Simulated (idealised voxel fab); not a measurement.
process module | voxel trench capacitor
Cross-section cut spans 275 nm and uses square cells 5 nm in size.
In what follows, cross-sections appear as grids of square cells, described through bands that run from the top down, where every band is one or more rows of cells.
Read a band's entry like this: the first values are the height of its top and the height of its bottom in nm, and what follows is the sequence of materials from left to right, each with its width in nm. Note that "air" is empty space, and that a single material marked "edge to edge" reaches across the band from edge to edge.
Height 0 is the level under which the wafer as received is all one material. The lowest band goes on downwards, as in "z 0 and below".
Width: "30->40" (first number = top row, second number = bottom row, same change from row to row of cells).
Key: "no alteration" - step with no changed cell in the cross-section.
What "Enclosed void list" gives you is every empty space of 8 cells or more that is cut off from the top. Each appears as width x height at distance, with the distance taken from the left edge and width, height and distance all in nm.
after a step's settings: what the simulator itself notes on the step
The "overlay nm" setting may appear on a step's line; for a step that uses a mask, it gives how far to the right of its planned position the mask lay, and a negative value indicates the left.

The process steps that were planned are listed below:
1 RECEIVE (material Si)
2 CONFORMAL_DEP (material SiN; thk nm 5)
3 PATTERN (tone open; mask id TRENCH; material resist; width nm 30; pitch nm 50; thk nm 15; overlay nm 0)
4 DIRECTIONAL_ETCH (etch materials SiN; depth nm 5)
5 DIRECTIONAL_ETCH (etch materials Si; depth nm 25)
6 STRIP (etch materials resist)
7 CONFORMAL_DEP (material HfO2; thk nm 5)
8 CONFORMAL_DEP (material TiN; thk nm 5)
9 FILL_DEP (material W; thk nm 10)
10 CMP (height nm 5)

Cross-section of the wafer upon arrival, representing the state reached after step 1:
    z 0 and below = Si edge to edge
    Enclosed void list: none

First of two wafers: cross-section at end of module, run per plan:
    z 5 to 0 = SiN=95  HfO2=5  TiN=5  W=10  TiN=5  HfO2=5  SiN=20  HfO2=5  TiN=5  W=10  TiN=5  HfO2=5  SiN=100
    z 0 to -15 = Si=95  HfO2=5  TiN=5  W=10  TiN=5  HfO2=5  Si=20  HfO2=5  TiN=5  W=10  TiN=5  HfO2=5  Si=100
    z -15 to -20 = Si=95  HfO2=5  TiN=20  HfO2=5  Si=20  HfO2=5  TiN=20  HfO2=5  Si=100
    z -20 to -25 = Si=95  HfO2=30  Si=20  HfO2=30  Si=100
    z -25 and below = Si edge to edge
    Enclosed void list: none

Second wafer of the two, sectioned at the end of the module. It began like the first and followed the same plan, but one mistake was made while running it:
    z 5 to 0 = SiN=95  TiN=5  HfO2=5  W=10  HfO2=5  TiN=5  SiN=20  TiN=5  HfO2=5  W=10  HfO2=5  TiN=5  SiN=100
    z 0 to -15 = Si=95  TiN=5  HfO2=5  W=10  HfO2=5  TiN=5  Si=20  TiN=5  HfO2=5  W=10  HfO2=5  TiN=5  Si=100
    z -15 to -20 = Si=95  TiN=5  HfO2=20  TiN=5  Si=20  TiN=5  HfO2=20  TiN=5  Si=100
    z -20 to -25 = Si=95  TiN=30  Si=20  TiN=30  Si=100
    z -25 and below = Si edge to edge
    Enclosed void list: none
Short version of what went wrong: transposition of steps 7 and 8 relative to the planned sequence
FYI, end of process, the second wafer has more or fewer cells of some materials than the first: 8 fewer of HfO2 | 8 more of TiN
